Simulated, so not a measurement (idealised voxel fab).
The following process module bears the name voxel wiring stack.
Displayed cross-section: cut, width of 240 nm, square cells sized 5 nm.
Think of the cross-section as a grid of square cells. We describe it in bands, top to bottom, and each band covers one or more rows of those cells.
Basically the band line says how high the top is and how high the bottom is, in nm, and then what's in it from left to right, every material with its width in nm. Empty space shows up as "air", and if a single material carries "everywhere" it runs the full band edge to edge.
Beneath 0, the wafer as received is one material, and that level is where height counting begins. The lowest band goes on downward without a bottom; it is written like "top 0, no bottom".
It should be noted that a width expressed as "30 to 40" varies in equal increments from row to row of cells within the band, taking the value of the first number at the top row and that of the second number at the bottom row.
"nothing changed", as given for a step, is the statement that not any cell of the cross-section underwent a change during that step.
Entry "Closed void catalog" = empty spaces >= 8 cells with no open way to the top; each as width x height at distance, distance from left edge, all nm.
On each step's line, the part that comes after the settings is the simulator's own comment on the step.
overlay nm: how far to the right of its planned place the mask lay on this masked step (negative: to the left).
### The following list gives the planned process steps
1 RECEIVE [material Si]
2 CONFORMAL_DEP [material SiO2] [thk nm 10]
3 DIRECTIONAL_DEP [material TiN] [thk nm 5]
4 DIRECTIONAL_DEP [material Ru] [thk nm 25]
5 MASKED_ETCH [tone cover] [mask id METAL_1] [width nm 20] [pitch nm 50] [etch materials Ru] [depth nm 25] [overlay nm 0]
6 MASKED_ETCH [tone cover] [mask id METAL_1] [width nm 20] [pitch nm 50] [etch materials TiN] [depth nm 5] [overlay nm 0]
7 CONFORMAL_DEP [material SiCN] [thk nm 5]
8 FILL_DEP [material lowk] [thk nm 10]
9 CMP [height nm 40]
10 CONFORMAL_DEP [material SiCN] [thk nm 5]
11 DIRECTIONAL_DEP [material lowk] [thk nm 15]
12 DIRECTIONAL_DEP [material aC] [thk nm 15]
13 PATTERN [tone open] [mask id PLUG_1] [material resist] [width nm 15] [pitch nm 50] [thk nm 30] [overlay nm 0]
14 DIRECTIONAL_ETCH [etch materials aC] [depth nm 15]
15 STRIP [etch materials resist]
16 DIRECTIONAL_ETCH [etch materials lowk] [depth nm 15]
17 DIRECTIONAL_ETCH [etch materials SiCN] [depth nm 5]
18 STRIP [etch materials aC]
19 EPI [material Ru] [thk nm 10]
20 EPI [material Ru] [thk nm 10]
21 CONFORMAL_DEP [material SiN] [thk nm 5]
22 DIRECTIONAL_DEP [material SiO2] [thk nm 25]
23 PATTERN [tone open] [mask id METAL_2] [material resist] [width nm 20] [pitch nm 50] [thk nm 15] [overlay nm 0]
24 DIRECTIONAL_ETCH [etch materials SiO2] [depth nm 25]
25 DIRECTIONAL_ETCH [etch materials SiN] [depth nm 5]
26 STRIP [etch materials resist]
27 CONFORMAL_DEP [material TiN] [thk nm 5]
28 FILL_DEP [material Ru] [thk nm 10]
29 CMP [height nm 90]
30 CONFORMAL_DEP [material SiCN] [thk nm 5]
31 DIRECTIONAL_DEP [material lowk] [thk nm 30]
32 MASKED_ETCH [tone open] [mask id METAL_3] [width nm 20] [pitch nm 50] [etch materials lowk] [depth nm 15] [overlay nm 0]
33 PATTERN [tone open] [mask id METAL_3_HOLES] [material resist] [width nm 15] [pitch nm 100] [thk nm 20] [overlay nm 0]
34 DIRECTIONAL_ETCH [etch materials lowk] [depth nm 15]
35 DIRECTIONAL_ETCH [etch materials SiCN] [depth nm 5]
36 STRIP [etch materials resist]
37 CONFORMAL_DEP [material TiN] [thk nm 5]
38 FILL_DEP [material Ru] [thk nm 10]
39 CMP [height nm 125]
40 CONFORMAL_DEP [material SiCN] [thk nm 5]
41 DIRECTIONAL_DEP [material SiO2] [thk nm 30]
42 DIRECTIONAL_DEP [material aC] [thk nm 10]
43 PATTERN [tone open] [mask id METAL_4] [material resist] [width nm 20] [pitch nm 50] [thk nm 30] [overlay nm 0]
44 DIRECTIONAL_ETCH [etch materials aC] [depth nm 10]
45 STRIP [etch materials resist]
46 DIRECTIONAL_ETCH [etch materials SiO2] [depth nm 15]
47 STRIP [etch materials aC]
48 MASKED_ETCH [tone open] [mask id METAL_4_HOLES] [width nm 15] [pitch nm 100] [etch materials SiO2] [depth nm 15] [overlay nm 0]
49 MASKED_ETCH [tone open] [mask id METAL_4_HOLES] [width nm 15] [pitch nm 100] [etch materials SiCN] [depth nm 5] [overlay nm 0]
50 CONFORMAL_DEP [material TiN] [thk nm 5]
51 FILL_DEP [material Cu] [thk nm 5]
52 CMP [height nm 160]
53 CONFORMAL_DEP [material SiCN] [thk nm 5]
### Cross-section of the wafer at receipt, which is the condition after step 1
  top 0, no bottom: Si everywhere
  Closed void catalog: none
### The module was run from the start shown above using the plan shown above, but one mistake was made doing it; the resulting wafer cross-section is below
  top 165, bottom 160: SiCN everywhere
  top 160, bottom 150: SiO2 (60) / TiN (5) / Cu (10) / TiN (5) / SiO2 (30) / TiN (5) / Cu (10) / TiN (5) / SiO2 (30) / TiN (5) / Cu (10) / TiN (5) / SiO2 (60)
  top 150, bottom 145: SiO2 (60) / TiN (5) / Cu (5) / TiN (10) / SiO2 (30) / TiN (20) / SiO2 (30) / TiN (5) / Cu (5) / TiN (10) / SiO2 (60)
  top 145, bottom 130: SiO2 (60) / TiN (5) / Cu (5) / TiN (5) / SiO2 (85) / TiN (5) / Cu (5) / TiN (5) / SiO2 (65)
  top 130, bottom 125: SiCN (60) / TiN (15) / SiCN (85) / TiN (15) / SiCN (65)
  top 125, bottom 115: lowk (60) / TiN (5) / Ru (10) / TiN (5) / lowk (30) / TiN (5) / Ru (10) / TiN (5) / lowk (30) / TiN (5) / Ru (10) / TiN (5) / lowk (60)
  top 115, bottom 110: lowk (60) / TiN (5) / Ru (5) / TiN (10) / lowk (30) / TiN (20) / lowk (30) / TiN (5) / Ru (5) / TiN (10) / lowk (60)
  top 110, bottom 95: lowk (60) / TiN (5) / Ru (5) / TiN (5) / lowk (85) / TiN (5) / Ru (5) / TiN (5) / lowk (65)
  top 95, bottom 90: SiCN (60) / TiN (15) / SiCN (85) / TiN (15) / SiCN (65)
  top 90, bottom 65: SiO2 (60) / TiN (5) / Ru (10) / TiN (5) / SiO2 (30) / TiN (5) / Ru (10) / TiN (5) / SiO2 (30) / TiN (5) / Ru (10) / TiN (5) / SiO2 (60)
  top 65, bottom 60: SiN (60) / TiN (20) / SiN (30) / TiN (20) / SiN (30) / TiN (20) / SiN (60)
  top 60, bottom 55: SiCN (60) / SiN (5) / TiN (5) / SiN (5) / SiCN (35) / SiN (5) / TiN (5) / SiN (5) / SiCN (35) / SiN (5) / TiN (5) / SiN (5) / SiCN (65)
  top 55, bottom 40: lowk everywhere
  top 40, bottom 15: lowk (55) / SiCN (5) / Ru (20) / SiCN (5) / lowk (20) / SiCN (5) / Ru (20) / SiCN (5) / lowk (20) / SiCN (5) / Ru (20) / SiCN (5) / lowk (55)
  top 15, bottom 10: SiCN (60) / TiN (20) / SiCN (30) / TiN (20) / SiCN (30) / TiN (20) / SiCN (60)
  top 10, bottom 0: SiO2 everywhere
  top 0, no bottom: Si everywhere
  Closed void catalog: none
Where did the run depart from the plan? mixed up steps 10 and 11 - ran each in the other's place
